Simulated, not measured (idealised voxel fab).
This section sets out a process module, namely voxel wiring stack.
Pictured: cross-section cut, 300 nm wide, on a grid of 5 nm square cells.
Cross-section, as written here: a square-cell grid given band by band from the top down, where a band holds one or more rows of cells.
The band entry comprises the height of the band's top followed by the height of its bottom, expressed in nm, and subsequently the band's materials from left to right, each stated together with its width in nm. Where a single material is marked with the word "all across", that material fills the band from edge to edge. The word "blank" represents empty space.
The level at which height equals 0 is the one under which the wafer, as it arrives, is entirely one material. No lower edge exists for the bottom band, which continues downward and is notated as in "0 -> down".
A width such as "30 to 40" changes by the same amount from each row of cells to the next, from the band's top row to its bottom row.
No cell of the cross-section changed in a step that is given as "no change occurred".
"Sealed internal voids": sealed empty spaces, 8 cells or more, no open way to top, listed width x height at distance, with distance from the left edge and width, height and distance in nm.
What comes after the settings on a step's line is commentary from the simulator itself on that step.
If you see "overlay nm" on a step's line and that step has a mask, it's telling you how far right of where it was planned the mask ended up; a negative number means it went left instead.

## The planned process steps are enumerated hereunder
- 1: op RECEIVE | material Si
- 2: op CONFORMAL_DEP | material SiO2 | thk nm 15
- 3: op CONFORMAL_DEP | material SiCN | thk nm 5
- 4: op DIRECTIONAL_DEP | material lowk | thk nm 15
- 5: op DIRECTIONAL_DEP | material aC | thk nm 10
- 6: op PATTERN | tone open | mask id METAL_1 | material resist | width nm 25 | pitch nm 40 | thk nm 30 | overlay nm 0
- 7: op DIRECTIONAL_ETCH | etch materials aC | depth nm 10
- 8: op STRIP | etch materials resist
- 9: op DIRECTIONAL_ETCH | etch materials lowk | depth nm 15
- 10: op DIRECTIONAL_ETCH | etch materials SiCN | depth nm 5
- 11: op STRIP | etch materials aC
- 12: op CONFORMAL_DEP | material TiN | thk nm 5
- 13: op FILL_DEP | material Ru | thk nm 10
- 14: op CMP | height nm 35
- 15: op EPI | material Ru | thk nm 5
- 16: op FILL_DEP | material SiCN | thk nm 5
- 17: op DIRECTIONAL_DEP | material lowk | thk nm 15
- 18: op DIRECTIONAL_DEP | material aC | thk nm 10
- 19: op PATTERN | tone open | mask id PLUG_1 | material resist | width nm 15 | pitch nm 40 | thk nm 25 | overlay nm 0
- 20: op DIRECTIONAL_ETCH | etch materials aC | depth nm 10
- 21: op STRIP | etch materials resist
- 22: op DIRECTIONAL_ETCH | etch materials lowk | depth nm 15
- 23: op DIRECTIONAL_ETCH | etch materials SiCN | depth nm 5
- 24: op STRIP | etch materials aC
- 25: op EPI | material Ru | thk nm 10
- 26: op EPI | material Ru | thk nm 10
- 27: op DIRECTIONAL_DEP | material TiN | thk nm 5
- 28: op DIRECTIONAL_DEP | material W | thk nm 20
- 29: op PATTERN | tone cover | mask id METAL_2 | material resist | width nm 25 | pitch nm 40 | thk nm 15 | overlay nm 0
- 30: op DIRECTIONAL_ETCH | etch materials W | depth nm 20
- 31: op DIRECTIONAL_ETCH | etch materials TiN | depth nm 5
- 32: op STRIP | etch materials resist
- 33: op FILL_DEP | material SiO2 | thk nm 5
- 34: op CMP | height nm 85
- 35: op CONFORMAL_DEP | material SiCN | thk nm 5
- 36: op DIRECTIONAL_DEP | material SiO2 | thk nm 35
- 37: op DIRECTIONAL_DEP | material aC | thk nm 15
- 38: op PATTERN | tone open | mask id METAL_3 | material resist | width nm 25 | pitch nm 40 | thk nm 35 | overlay nm 0
- 39: op DIRECTIONAL_ETCH | etch materials aC | depth nm 15
- 40: op STRIP | etch materials resist
- 41: op DIRECTIONAL_ETCH | etch materials SiO2 | depth nm 20
- 42: op STRIP | etch materials aC
- 43: op PATTERN | tone open | mask id METAL_3_HOLES | material resist | width nm 15 | thk nm 15 | overlay nm 0
- 44: op DIRECTIONAL_ETCH | etch materials SiO2 | depth nm 15
- 45: op DIRECTIONAL_ETCH | etch materials SiCN | depth nm 5
- 46: op STRIP | etch materials resist
- 47: op CONFORMAL_DEP | material TiN | thk nm 5
- 48: op FILL_DEP | material Ru | thk nm 10
- 49: op CMP | height nm 125
- 50: op CONFORMAL_DEP | material SiCN | thk nm 5
- 51: op DIRECTIONAL_DEP | material lowk | thk nm 25
- 52: op PATTERN | tone open | mask id METAL_4_HOLES | material resist | width nm 15 | pitch nm 40 | thk nm 20 | overlay nm 0
- 53: op DIRECTIONAL_ETCH | etch materials lowk | depth nm 25
- 54: op STRIP | etch materials resist
- 55: op PATTERN | tone open | mask id METAL_4 | material resist | width nm 25 | pitch nm 40 | thk nm 20 | overlay nm 0
- 56: op DIRECTIONAL_ETCH | etch materials lowk | depth nm 15
- 57: op DIRECTIONAL_ETCH | etch materials SiCN | depth nm 5
- 58: op STRIP | etch materials resist
- 59: op CONFORMAL_DEP | material TiN | thk nm 5
- 60: op FILL_DEP | material Cu | thk nm 5
- 61: op CMP | height nm 155
- 62: op CONFORMAL_DEP | material SiCN | thk nm 5

## The first of the two wafers, which ran as planned

## Step 1 complete: cross-section of the wafer as received
- 0 -> down = Si all across
- Sealed internal voids: none

## Cross-section of the wafer after step 2
- 15 -> 0 = SiO2 all across
- below 0: unchanged

## Cross-section of the wafer after step 3
- 20 -> 15 = SiCN all across
- below 15: unchanged

## Cross-section of the wafer after step 4
- 35 -> 20 = lowk all across
- below 20: unchanged

## Cross-section of the wafer after step 5
- 45 -> 35 = aC all across
- below 35: unchanged

## Cross-section of the wafer after step 6
- 75 -> 45 = 115 resist  25 blank  15 resist  25 blank  120 resist
- below 45: unchanged

## Cross-section of the wafer after step 7
- 65 -> 45 = 115 resist  25 blank  15 resist  25 blank  120 resist
- 45 -> 35 = 115 aC  25 blank  15 aC  25 blank  120 aC
- below 35: unchanged

## Cross-section of the wafer after step 8
- 45 -> 35 = 115 aC  25 blank  15 aC  25 blank  120 aC
- below 35: unchanged

## Cross-section of the wafer after step 9
- 45 -> 35 = 115 aC  25 blank  15 aC  25 blank  120 aC
- 35 -> 20 = 115 lowk  25 blank  15 lowk  25 blank  120 lowk
- below 20: unchanged

## Cross-section of the wafer after step 10
- 45 -> 35 = 115 aC  25 blank  15 aC  25 blank  120 aC
- 35 -> 20 = 115 lowk  25 blank  15 lowk  25 blank  120 lowk
- 20 -> 15 = 115 SiCN  25 blank  15 SiCN  25 blank  120 SiCN
- below 15: unchanged

## Cross-section of the wafer after step 11
- 35 -> 20 = 115 lowk  25 blank  15 lowk  25 blank  120 lowk
- below 20: unchanged

## Cross-section of the wafer after step 12
- 40 -> 35 = 120 TiN  15 blank  25 TiN  15 blank  125 TiN
- 35 -> 20 = 115 lowk  5 TiN  15 blank  5 TiN  15 lowk  5 TiN  15 blank  5 TiN  120 lowk
- 20 -> 15 = 115 SiCN  25 TiN  15 SiCN  25 TiN  120 SiCN
- below 15: unchanged

## Cross-section of the wafer after step 13
- 50 -> 40 = Ru all across
- 40 -> 35 = 120 TiN  15 Ru  25 TiN  15 Ru  125 TiN
- 35 -> 20 = 115 lowk  5 TiN  15 Ru  5 TiN  15 lowk  5 TiN  15 Ru  5 TiN  120 lowk
- below 20: unchanged

## Cross-section of the wafer after step 14
- 35 -> 20 = 115 lowk  5 TiN  15 Ru  5 TiN  15 lowk  5 TiN  15 Ru  5 TiN  120 lowk
- below 20: unchanged

## Cross-section of the wafer after step 15
- 40 -> 35 = 110 blank  35 Ru  5 blank  35 Ru  115 blank
- below 35: unchanged

## Cross-section of the wafer after step 16
- 45 -> 40 = SiCN all across
- 40 -> 35 = 110 SiCN  35 Ru  5 SiCN  35 Ru  115 SiCN
- below 35: unchanged

## Cross-section of the wafer after step 17
- 60 -> 45 = lowk all across
- below 45: unchanged

## Cross-section of the wafer after step 18
- 70 -> 60 = aC all across
- below 60: unchanged

## Cross-section of the wafer after step 19
- 95 -> 70 = 115 resist  15 blank  25 resist  15 blank  130 resist
- below 70: unchanged

## Cross-section of the wafer after step 20
- 85 -> 70 = 115 resist  15 blank  25 resist  15 blank  130 resist
- 70 -> 60 = 115 aC  15 blank  25 aC  15 blank  130 aC
- below 60: unchanged

## Cross-section of the wafer after step 21
- 70 -> 60 = 115 aC  15 blank  25 aC  15 blank  130 aC
- below 60: unchanged

## Cross-section of the wafer after step 22
- 70 -> 60 = 115 aC  15 blank  25 aC  15 blank  130 aC
- 60 -> 45 = 115 lowk  15 blank  25 lowk  15 blank  130 lowk
- below 45: unchanged

## Cross-section of the wafer after step 23
- 70 -> 60 = 115 aC  15 blank  25 aC  15 blank  130 aC
- 60 -> 45 = 115 lowk  15 blank  25 lowk  15 blank  130 lowk
- 45 -> 40 = 115 SiCN  15 blank  25 SiCN  15 blank  130 SiCN
- below 40: unchanged

## Cross-section of the wafer after step 24
- 60 -> 45 = 115 lowk  15 blank  25 lowk  15 blank  130 lowk
- below 45: unchanged

## Cross-section of the wafer after step 25
- 60 -> 50 = 115 lowk  15 blank  25 lowk  15 blank  130 lowk
- 50 -> 45 = 115 lowk  15 Ru  25 lowk  15 Ru  130 lowk
- 45 -> 35 = 115 to 110 SiCN  15 to 35 Ru  25 to 5 SiCN  15 to 35 Ru  130 to 115 SiCN
- below 35: unchanged

## Cross-section of the wafer after step 26
- 60 -> 45 = 115 lowk  15 Ru  25 lowk  15 Ru  130 lowk
- below 45: unchanged

## Cross-section of the wafer after step 27
- 65 -> 60 = TiN all across
- below 60: unchanged

## Cross-section of the wafer after step 28
- 85 -> 65 = W all across
- below 65: unchanged

## Cross-section of the wafer after step 29
- 100 -> 85 = 115 blank  25 resist  15 blank  25 resist  120 blank
- below 85: unchanged

## Cross-section of the wafer after step 30
- 100 -> 85 = 115 blank  25 resist  15 blank  25 resist  120 blank
- 85 -> 65 = 115 blank  25 W  15 blank  25 W  120 blank
- below 65: unchanged

## Cross-section of the wafer after step 31
- 100 -> 85 = 115 blank  25 resist  15 blank  25 resist  120 blank
- 85 -> 65 = 115 blank  25 W  15 blank  25 W  120 blank
- 65 -> 60 = 115 blank  25 TiN  15 blank  25 TiN  120 blank
- below 60: unchanged

## Cross-section of the wafer after step 32
- 85 -> 65 = 115 blank  25 W  15 blank  25 W  120 blank
- below 65: unchanged

## Cross-section of the wafer after step 33
- 90 -> 85 = SiO2 all across
- 85 -> 65 = 115 SiO2  25 W  15 SiO2  25 W  120 SiO2
- 65 -> 60 = 115 SiO2  25 TiN  15 SiO2  25 TiN  120 SiO2
- below 60: unchanged

## Cross-section of the wafer after step 34
- 85 -> 65 = 115 SiO2  25 W  15 SiO2  25 W  120 SiO2
- below 65: unchanged

## Cross-section of the wafer after step 35
- 90 -> 85 = SiCN all across
- below 85: unchanged

## Cross-section of the wafer after step 36
- 125 -> 90 = SiO2 all across
- below 90: unchanged

## Cross-section of the wafer after step 37
- 140 -> 125 = aC all across
- below 125: unchanged

## Cross-section of the wafer after step 38
- 175 -> 140 = 115 resist  25 blank  15 resist  25 blank  120 resist
- below 140: unchanged

## Cross-section of the wafer after step 39
- 160 -> 140 = 115 resist  25 blank  15 resist  25 blank  120 resist
- 140 -> 125 = 115 aC  25 blank  15 aC  25 blank  120 aC
- below 125: unchanged

## Cross-section of the wafer after step 40
- 140 -> 125 = 115 aC  25 blank  15 aC  25 blank  120 aC
- below 125: unchanged

## Cross-section of the wafer after step 41
- 140 -> 125 = 115 aC  25 blank  15 aC  25 blank  120 aC
- 125 -> 105 = 115 SiO2  25 blank  15 SiO2  25 blank  120 SiO2
- below 105: unchanged

## Cross-section of the wafer after step 42
- 125 -> 105 = 115 SiO2  25 blank  15 SiO2  25 blank  120 SiO2
- below 105: unchanged

## Cross-section of the wafer after step 43
- 140 -> 125 = 115 resist  15 blank  170 resist
- 125 -> 105 = 115 SiO2  15 blank  10 resist  15 SiO2  25 resist  120 SiO2
- below 105: unchanged

## Cross-section of the wafer after step 44
- 140 -> 125 = 115 resist  15 blank  170 resist
- 125 -> 105 = 115 SiO2  15 blank  10 resist  15 SiO2  25 resist  120 SiO2
- 105 -> 90 = 115 SiO2  15 blank  170 SiO2
- below 90: unchanged

## Cross-section of the wafer after step 45
- 140 -> 125 = 115 resist  15 blank  170 resist
- 125 -> 105 = 115 SiO2  15 blank  10 resist  15 SiO2  25 resist  120 SiO2
- 105 -> 90 = 115 SiO2  15 blank  170 SiO2
- 90 -> 85 = 115 SiCN  15 blank  170 SiCN
- below 85: unchanged

## Cross-section of the wafer after step 46
- 125 -> 105 = 115 SiO2  25 blank  15 SiO2  25 blank  120 SiO2
- below 105: unchanged

## Cross-section of the wafer after step 47
- 130 -> 125 = 120 TiN  15 blank  25 TiN  15 blank  125 TiN
- 125 -> 110 = 115 SiO2  5 TiN  15 blank  5 TiN  15 SiO2  5 TiN  15 blank  5 TiN  120 SiO2
- 110 -> 105 = 115 SiO2  5 TiN  5 blank  15 TiN  15 SiO2  25 TiN  120 SiO2
- 105 -> 90 = 115 SiO2  5 TiN  5 blank  5 TiN  170 SiO2
- 90 -> 85 = 115 SiCN  15 TiN  170 SiCN
- below 85: unchanged

## Cross-section of the wafer after step 48
- 140 -> 130 = Ru all across
- 130 -> 125 = 120 TiN  15 Ru  25 TiN  15 Ru  125 TiN
- 125 -> 110 = 115 SiO2  5 TiN  15 Ru  5 TiN  15 SiO2  5 TiN  15 Ru  5 TiN  120 SiO2
- 110 -> 105 = 115 SiO2  5 TiN  5 Ru  15 TiN  15 SiO2  25 TiN  120 SiO2
- 105 -> 90 = 115 SiO2  5 TiN  5 Ru  5 TiN  170 SiO2
- below 90: unchanged

## Cross-section of the wafer after step 49
- 125 -> 110 = 115 SiO2  5 TiN  15 Ru  5 TiN  15 SiO2  5 TiN  15 Ru  5 TiN  120 SiO2
- below 110: unchanged

## Cross-section of the wafer after step 50
- 130 -> 125 = SiCN all across
- below 125: unchanged

## Cross-section of the wafer after step 51
- 155 -> 130 = lowk all across
- below 130: unchanged

## Cross-section of the wafer after step 52
- 175 -> 155 = 115 resist  15 blank  25 resist  15 blank  130 resist
- below 155: unchanged

## Cross-section of the wafer after step 53
- 175 -> 155 = 115 resist  15 blank  25 resist  15 blank  130 resist
- 155 -> 130 = 115 lowk  15 blank  25 lowk  15 blank  130 lowk
- below 130: unchanged

## Cross-section of the wafer after step 54
- 155 -> 130 = 115 lowk  15 blank  25 lowk  15 blank  130 lowk
- below 130: unchanged

## Cross-section of the wafer after step 55
- 175 -> 155 = 115 resist  25 blank  15 resist  25 blank  120 resist
- below 155: unchanged

## Cross-section of the wafer after step 56
- 175 -> 155 = 115 resist  25 blank  15 resist  25 blank  120 resist
- 155 -> 140 = 115 lowk  25 blank  15 lowk  25 blank  120 lowk
- below 140: unchanged

## Cross-section of the wafer after step 57
- 175 -> 155 = 115 resist  25 blank  15 resist  25 blank  120 resist
- 155 -> 140 = 115 lowk  25 blank  15 lowk  25 blank  120 lowk
- 140 -> 130 = 115 lowk  15 blank  25 lowk  15 blank  130 lowk
- 130 -> 125 = 115 SiCN  15 blank  25 SiCN  15 blank  130 SiCN
- below 125: unchanged

## Cross-section of the wafer after step 58
- 155 -> 140 = 115 lowk  25 blank  15 lowk  25 blank  120 lowk
- below 140: unchanged

## Cross-section of the wafer after step 59
- 160 -> 155 = 120 TiN  15 blank  25 TiN  15 blank  125 TiN
- 155 -> 145 = 115 lowk  5 TiN  15 blank  5 TiN  15 lowk  5 TiN  15 blank  5 TiN  120 lowk
- 145 -> 140 = 115 lowk  5 TiN  5 blank  15 TiN  15 lowk  5 TiN  5 blank  15 TiN  120 lowk
- 140 -> 130 = 115 lowk  5 TiN  5 blank  5 TiN  25 lowk  5 TiN  5 blank  5 TiN  130 lowk
- 130 -> 125 = 115 SiCN  15 TiN  25 SiCN  15 TiN  130 SiCN
- below 125: unchanged

## Cross-section of the wafer after step 60
- 165 -> 160 = Cu all across
- 160 -> 155 = 120 TiN  15 Cu  25 TiN  15 Cu  125 TiN
- 155 -> 145 = 115 lowk  5 TiN  15 Cu  5 TiN  15 lowk  5 TiN  15 Cu  5 TiN  120 lowk
- 145 -> 140 = 115 lowk  5 TiN  5 Cu  15 TiN  15 lowk  5 TiN  5 Cu  15 TiN  120 lowk
- 140 -> 130 = 115 lowk  5 TiN  5 Cu  5 TiN  25 lowk  5 TiN  5 Cu  5 TiN  130 lowk
- below 130: unchanged

## Cross-section of the wafer after step 61
- 155 -> 145 = 115 lowk  5 TiN  15 Cu  5 TiN  15 lowk  5 TiN  15 Cu  5 TiN  120 lowk
- below 145: unchanged

## Cross-section of the wafer after step 62
- 160 -> 155 = SiCN all across
- below 155: unchanged

## Now the other wafer: same start, same recipe, but we messed up one thing when running it. Up to and including step 49 it's the same as the first one

## Second wafer profile in section, at the moment step 50 of the plan was meant to be complete
- 130 -> 125 = Cu all across
- below 125: unchanged

## Second wafer profile in section, at the moment step 51 of the plan was meant to be complete
- 155 -> 130 = lowk all across
- below 130: unchanged

## Second wafer profile in section, at the moment step 52 of the plan was meant to be complete
- 175 -> 155 = 115 resist  15 blank  25 resist  15 blank  130 resist
- below 155: unchanged

## Second wafer profile in section, at the moment step 53 of the plan was meant to be complete
- 175 -> 155 = 115 resist  15 blank  25 resist  15 blank  130 resist
- 155 -> 130 = 115 lowk  15 blank  25 lowk  15 blank  130 lowk
- below 130: unchanged

## Second wafer profile in section, at the moment step 54 of the plan was meant to be complete
- 155 -> 130 = 115 lowk  15 blank  25 lowk  15 blank  130 lowk
- below 130: unchanged

## Second wafer profile in section, at the moment step 55 of the plan was meant to be complete
- 175 -> 155 = 115 resist  25 blank  15 resist  25 blank  120 resist
- below 155: unchanged

## Second wafer profile in section, at the moment step 56 of the plan was meant to be complete
- 175 -> 155 = 115 resist  25 blank  15 resist  25 blank  120 resist
- 155 -> 140 = 115 lowk  25 blank  15 lowk  25 blank  120 lowk
- below 140: unchanged

Second wafer profile in section, at the moment step 57 of the plan was meant to be complete: no change occurred

## Second wafer profile in section, at the moment step 58 of the plan was meant to be complete
- 155 -> 140 = 115 lowk  25 blank  15 lowk  25 blank  120 lowk
- below 140: unchanged

## Second wafer profile in section, at the moment step 59 of the plan was meant to be complete
- 160 -> 155 = 120 TiN  15 blank  25 TiN  15 blank  125 TiN
- 155 -> 145 = 115 lowk  5 TiN  15 blank  5 TiN  15 lowk  5 TiN  15 blank  5 TiN  120 lowk
- 145 -> 135 = 115 lowk  5 TiN  5 blank  15 to 5 TiN  15 to 25 lowk  5 TiN  5 blank  15 to 5 TiN  120 to 130 lowk
- 135 -> 130 = 115 lowk  15 TiN  25 lowk  15 TiN  130 lowk
- below 130: unchanged

## Second wafer profile in section, at the moment step 60 of the plan was meant to be complete
- 165 -> 160 = Cu all across
- 160 -> 155 = 120 TiN  15 Cu  25 TiN  15 Cu  125 TiN
- 155 -> 145 = 115 lowk  5 TiN  15 Cu  5 TiN  15 lowk  5 TiN  15 Cu  5 TiN  120 lowk
- 145 -> 135 = 115 lowk  5 TiN  5 Cu  15 to 5 TiN  15 to 25 lowk  5 TiN  5 Cu  15 to 5 TiN  120 to 130 lowk
- below 135: unchanged

## Second wafer profile in section, at the moment step 61 of the plan was meant to be complete
- 155 -> 145 = 115 lowk  5 TiN  15 Cu  5 TiN  15 lowk  5 TiN  15 Cu  5 TiN  120 lowk
- below 145: unchanged

## Second wafer profile in section, at the moment step 62 of the plan was meant to be complete
- 160 -> 155 = SiCN all across
- below 155: unchanged
Processing error: so step 50 ended up running with a different setting than we planned, it ran as op CONFORMAL_DEP | material Cu | thk nm 5
Wafer comparison, final, in cells, second relative to first, materials more or fewer: Cu +58; SiCN -54; TiN -4
